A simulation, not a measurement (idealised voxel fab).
Documented hereafter: the process module known as voxel trench capacitor.
For reference, the cross-section in this document is cut, with width 275 nm and square cells of 5 nm.
Just so we're on the same page, the cross-sections are grids of square cells, and they're listed out in bands top to bottom, each band one or more rows deep. Top, bottom (nm), then materials left to right with widths (nm); lone material tagged "full width" fills the whole band edge to edge; "blank" = empty space. Heights are measured from 0, the level below which the as-received wafer is all one material; the lowest band has no bottom and continues downward, written as in "from 0 down". Note: "30->40" means the width goes from the first number (top row of the band) to the second number (bottom row) in equal steps per row of cells. You'll sometimes find "no modification" written for a step, and that's the way of saying that nowhere in the cross-section did a cell change during that step. "Enclosed void catalog" specifies each empty space that is not open to the top and that occupies no fewer than 8 cells, using the form width x height at distance, the distance measured from the left edge and all three quantities in nm. On each step's line, the part that comes after the settings is the simulator's own comment on the step. overlay nm, on a step with a mask: how far to the right of its planned place the mask lay; to the left if negative.

Planned step list for the process:
step 1: RECEIVE | material Si
step 2: CONFORMAL_DEP | material SiN | thk nm 10
step 3: DIRECTIONAL_DEP | material aC | thk nm 10
step 4: PATTERN | tone open | mask id TRENCH | material resist | width nm 25 | pitch nm 45 | thk nm 30 | overlay nm 0
step 5: DIRECTIONAL_ETCH | etch materials aC | depth nm 10
step 6: STRIP | etch materials resist
step 7: DIRECTIONAL_ETCH | etch materials SiN | depth nm 10
step 8: DIRECTIONAL_ETCH | etch materials Si | depth nm 25
step 9: STRIP | etch materials aC
step 10: CONFORMAL_DEP | material HfO2 | thk nm 5
step 11: CONFORMAL_DEP | material TiN | thk nm 5
step 12: FILL_DEP | material W | thk nm 10
step 13: CMP | height nm 10

This is the cross-section of the wafer as we received it, i.e. after step 1:
* from 0 down: Si full width
* Enclosed void catalog: none

First wafer of two, sectioned at end of module; run went per plan:
* from 10 to 0: 55 SiN; 5 HfO2; 5 TiN; 5 W; 5 TiN; 5 HfO2; 20 SiN; 5 HfO2; 5 TiN; 5 W; 5 TiN; 5 HfO2; 20 SiN; 5 HfO2; 5 TiN; 5 W; 5 TiN; 5 HfO2; 20 SiN; 5 HfO2; 5 TiN; 5 W; 5 TiN; 5 HfO2; 60 SiN
* from 0 to -15: 55 Si; 5 HfO2; 5 TiN; 5 W; 5 TiN; 5 HfO2; 20 Si; 5 HfO2; 5 TiN; 5 W; 5 TiN; 5 HfO2; 20 Si; 5 HfO2; 5 TiN; 5 W; 5 TiN; 5 HfO2; 20 Si; 5 HfO2; 5 TiN; 5 W; 5 TiN; 5 HfO2; 60 Si
* from -15 to -20: 55 Si; 5 HfO2; 15 TiN; 5 HfO2; 20 Si; 5 HfO2; 15 TiN; 5 HfO2; 20 Si; 5 HfO2; 15 TiN; 5 HfO2; 20 Si; 5 HfO2; 15 TiN; 5 HfO2; 60 Si
* from -20 to -25: 55 Si; 25 HfO2; 20 Si; 25 HfO2; 20 Si; 25 HfO2; 20 Si; 25 HfO2; 60 Si
* from -25 down: Si full width
* Enclosed void catalog: none

So this is wafer number two of the two, cut at the end of the module - it started where the first did and had the same plan, we just got one thing wrong running it:
* from 10 to 0: 45 SiN; 5 HfO2; 5 TiN; 5 W; 5 TiN; 5 HfO2; 20 SiN; 5 HfO2; 5 TiN; 5 W; 5 TiN; 5 HfO2; 20 SiN; 5 HfO2; 5 TiN; 5 W; 5 TiN; 5 HfO2; 20 SiN; 5 HfO2; 5 TiN; 5 W; 5 TiN; 5 HfO2; 70 SiN
* from 0 to -15: 45 Si; 5 HfO2; 5 TiN; 5 W; 5 TiN; 5 HfO2; 20 Si; 5 HfO2; 5 TiN; 5 W; 5 TiN; 5 HfO2; 20 Si; 5 HfO2; 5 TiN; 5 W; 5 TiN; 5 HfO2; 20 Si; 5 HfO2; 5 TiN; 5 W; 5 TiN; 5 HfO2; 70 Si
* from -15 to -20: 45 Si; 5 HfO2; 15 TiN; 5 HfO2; 20 Si; 5 HfO2; 15 TiN; 5 HfO2; 20 Si; 5 HfO2; 15 TiN; 5 HfO2; 20 Si; 5 HfO2; 15 TiN; 5 HfO2; 70 Si
* from -20 to -25: 45 Si; 25 HfO2; 20 Si; 25 HfO2; 20 Si; 25 HfO2; 20 Si; 25 HfO2; 70 Si
* from -25 down: Si full width
* Enclosed void catalog: none
Nonconformance to the process plan: step 4 was run on a setting that differed from the plan, and what really ran there is PATTERN | tone open | mask id TRENCH | material resist | width nm 25 | pitch nm 45 | thk nm 30 | overlay nm -10
By the end, you'd get the same cell count for each material on either wafer, but the second wafer puts them somewhere else.
